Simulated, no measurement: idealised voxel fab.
This is a process module. Its name is voxel spacer lines.
The figure presents cross-section cut, which has a width of 165 nm and is divided into square cells with an edge length of 5 nm.
If you're reading a cross-section in this doc, picture square cells in a grid; it comes to you as bands, top ones listed first down to the bottom, and a band can be one or more rows of cells.
It is stipulated that each band's entry specify, in nanometres, the height of the top of the band and then that of its bottom, followed by the materials of the band in left-to-right sequence, each together with its width in nanometres. A single material marked by the word "edge to edge" is understood to fill the band from edge to edge; the word "blank" is understood to denote empty space.
The level at which height equals 0 is the one under which the wafer, as it arrives, is entirely one material. No lower edge exists for the bottom band, which continues downward and is notated as in "0 nm and below".
Width: "30->40" (first number = top row, second number = bottom row, same change from row to row of cells).
No cell of the cross-section changed in a step that is given as "no alteration".
Closed-off voids of 8+ cells (no open route to the top) go in "Unvented voids", written width x height at distance from the left edge, in nm.
Heads up: the bit after the settings on a step's line is the simulator's remark on that step.
You can add "overlay nm" to a step's line. For a step with a mask, it describes how far the mask lay to the right of its planned position, and a negative number describes a lay to the left.

# Planned step list for the process
- 1: RECEIVE,material Si
- 2: CONFORMAL_DEP,material Al2O3,thk nm 5
- 3: DIRECTIONAL_DEP,material polySi,thk nm 15
- 4: DIRECTIONAL_DEP,material aC,thk nm 25
- 5: PATTERN,tone cover,mask id MANDREL,material resist,width nm 20,pitch nm 60,thk nm 30,overlay nm 0
- 6: DIRECTIONAL_ETCH,etch materials aC,depth nm 25
- 7: STRIP,etch materials resist
- 8: CONFORMAL_DEP,material SiO2,thk nm 10
- 9: DIRECTIONAL_ETCH,etch materials SiO2,depth nm 10
- 10: STRIP,etch materials aC
- 11: DIRECTIONAL_ETCH,etch materials polySi,depth nm 15
- 12: STRIP,etch materials SiO2

# Concerning the first of two wafers, which was run in accordance with the plan

# As-received state of the wafer in cross-section, equivalent to post-step 1
	0 nm and below: Si edge to edge
	Unvented voids: none

# Cross-sectional representation of the wafer at the conclusion of step 2
	5 nm to 0 nm: Al2O3 edge to edge
	Nothing below the height 0 has changed.

# Cross-sectional representation of the wafer at the conclusion of step 3
	20 nm to 5 nm: polySi edge to edge
	Nothing below the height 5 has changed.

# Cross-sectional representation of the wafer at the conclusion of step 4
	45 nm to 20 nm: aC edge to edge
	Nothing below the height 20 has changed.

# Cross-sectional representation of the wafer at the conclusion of step 5
	75 nm to 45 nm: 40 of blank, 20 of resist, 40 of blank, 20 of resist, 45 of blank
	Nothing below the height 45 has changed.

# Cross-sectional representation of the wafer at the conclusion of step 6
	50 nm to 45 nm: 40 of blank, 20 of resist, 40 of blank, 20 of resist, 45 of blank
	45 nm to 20 nm: 40 of blank, 20 of aC, 40 of blank, 20 of aC, 45 of blank
	Nothing below the height 20 has changed.

# Cross-sectional representation of the wafer at the conclusion of step 7
	45 nm to 20 nm: 40 of blank, 20 of aC, 40 of blank, 20 of aC, 45 of blank
	Nothing below the height 20 has changed.

# Cross-sectional representation of the wafer at the conclusion of step 8
	55 nm to 45 nm: 30 of blank, 40 of SiO2, 20 of blank, 40 of SiO2, 35 of blank
	45 nm to 30 nm: 30 of blank, 10 of SiO2, 20 of aC, 10 of SiO2, 20 of blank, 10 of SiO2, 20 of aC, 10 of SiO2, 35 of blank
	30 nm to 20 nm: 40 of SiO2, 20 of aC, 40 of SiO2, 20 of aC, 45 of SiO2
	Nothing below the height 20 has changed.

# Cross-sectional representation of the wafer at the conclusion of step 9
	45 nm to 20 nm: 30 of blank, 10 of SiO2, 20 of aC, 10 of SiO2, 20 of blank, 10 of SiO2, 20 of aC, 10 of SiO2, 35 of blank
	Nothing below the height 20 has changed.

# Cross-sectional representation of the wafer at the conclusion of step 10
	45 nm to 20 nm: 30 of blank, 10 of SiO2, 20 of blank, 10 of SiO2, 20 of blank, 10 of SiO2, 20 of blank, 10 of SiO2, 35 of blank
	Nothing below the height 20 has changed.

# Cross-sectional representation of the wafer at the conclusion of step 11
	45 nm to 20 nm: 30 of blank, 10 of SiO2, 20 of blank, 10 of SiO2, 20 of blank, 10 of SiO2, 20 of blank, 10 of SiO2, 35 of blank
	20 nm to 5 nm: 30 of blank, 10 of polySi, 20 of blank, 10 of polySi, 20 of blank, 10 of polySi, 20 of blank, 10 of polySi, 35 of blank
	Nothing below the height 5 has changed.

# Cross-sectional representation of the wafer at the conclusion of step 12
	20 nm to 5 nm: 30 of blank, 10 of polySi, 20 of blank, 10 of polySi, 20 of blank, 10 of polySi, 20 of blank, 10 of polySi, 35 of blank
	Nothing below the height 5 has changed.

# It is to be noted that the second wafer proceeded from the same initial state and according to the same plan as the first, although one mistake was committed in its execution; through step 1, inclusive, the two wafers share an identical history

# Cross-section, second wafer, at the end time the plan gives for step 2
	15 nm to 0 nm: polySi edge to edge
	Nothing below the height 0 has changed.

# Cross-section, second wafer, at the end time the plan gives for step 3
	20 nm to 15 nm: Al2O3 edge to edge
	Nothing below the height 15 has changed.

# Cross-section, second wafer, at the end time the plan gives for step 4
	45 nm to 20 nm: aC edge to edge
	Nothing below the height 20 has changed.

# Cross-section, second wafer, at the end time the plan gives for step 5
	75 nm to 45 nm: 40 of blank, 20 of resist, 40 of blank, 20 of resist, 45 of blank
	Nothing below the height 45 has changed.

# Cross-section, second wafer, at the end time the plan gives for step 6
	50 nm to 45 nm: 40 of blank, 20 of resist, 40 of blank, 20 of resist, 45 of blank
	45 nm to 20 nm: 40 of blank, 20 of aC, 40 of blank, 20 of aC, 45 of blank
	Nothing below the height 20 has changed.

# Cross-section, second wafer, at the end time the plan gives for step 7
	45 nm to 20 nm: 40 of blank, 20 of aC, 40 of blank, 20 of aC, 45 of blank
	Nothing below the height 20 has changed.

# Cross-section, second wafer, at the end time the plan gives for step 8
	55 nm to 45 nm: 30 of blank, 40 of SiO2, 20 of blank, 40 of SiO2, 35 of blank
	45 nm to 30 nm: 30 of blank, 10 of SiO2, 20 of aC, 10 of SiO2, 20 of blank, 10 of SiO2, 20 of aC, 10 of SiO2, 35 of blank
	30 nm to 20 nm: 40 of SiO2, 20 of aC, 40 of SiO2, 20 of aC, 45 of SiO2
	Nothing below the height 20 has changed.

# Cross-section, second wafer, at the end time the plan gives for step 9
	45 nm to 20 nm: 30 of blank, 10 of SiO2, 20 of aC, 10 of SiO2, 20 of blank, 10 of SiO2, 20 of aC, 10 of SiO2, 35 of blank
	Nothing below the height 20 has changed.

# Cross-section, second wafer, at the end time the plan gives for step 10
	45 nm to 20 nm: 30 of blank, 10 of SiO2, 20 of blank, 10 of SiO2, 20 of blank, 10 of SiO2, 20 of blank, 10 of SiO2, 35 of blank
	Nothing below the height 20 has changed.

Cross-section, second wafer, at the end time the plan gives for step 11: no alteration

# Cross-section, second wafer, at the end time the plan gives for step 12
	20 nm to 15 nm: Al2O3 edge to edge
	Nothing below the height 15 has changed.
Deviation from plan: plan vs actual: 2 and 3 interchanged
Final comparison by cell count, materials where the second wafer has more or fewer than the first: 75 more of polySi
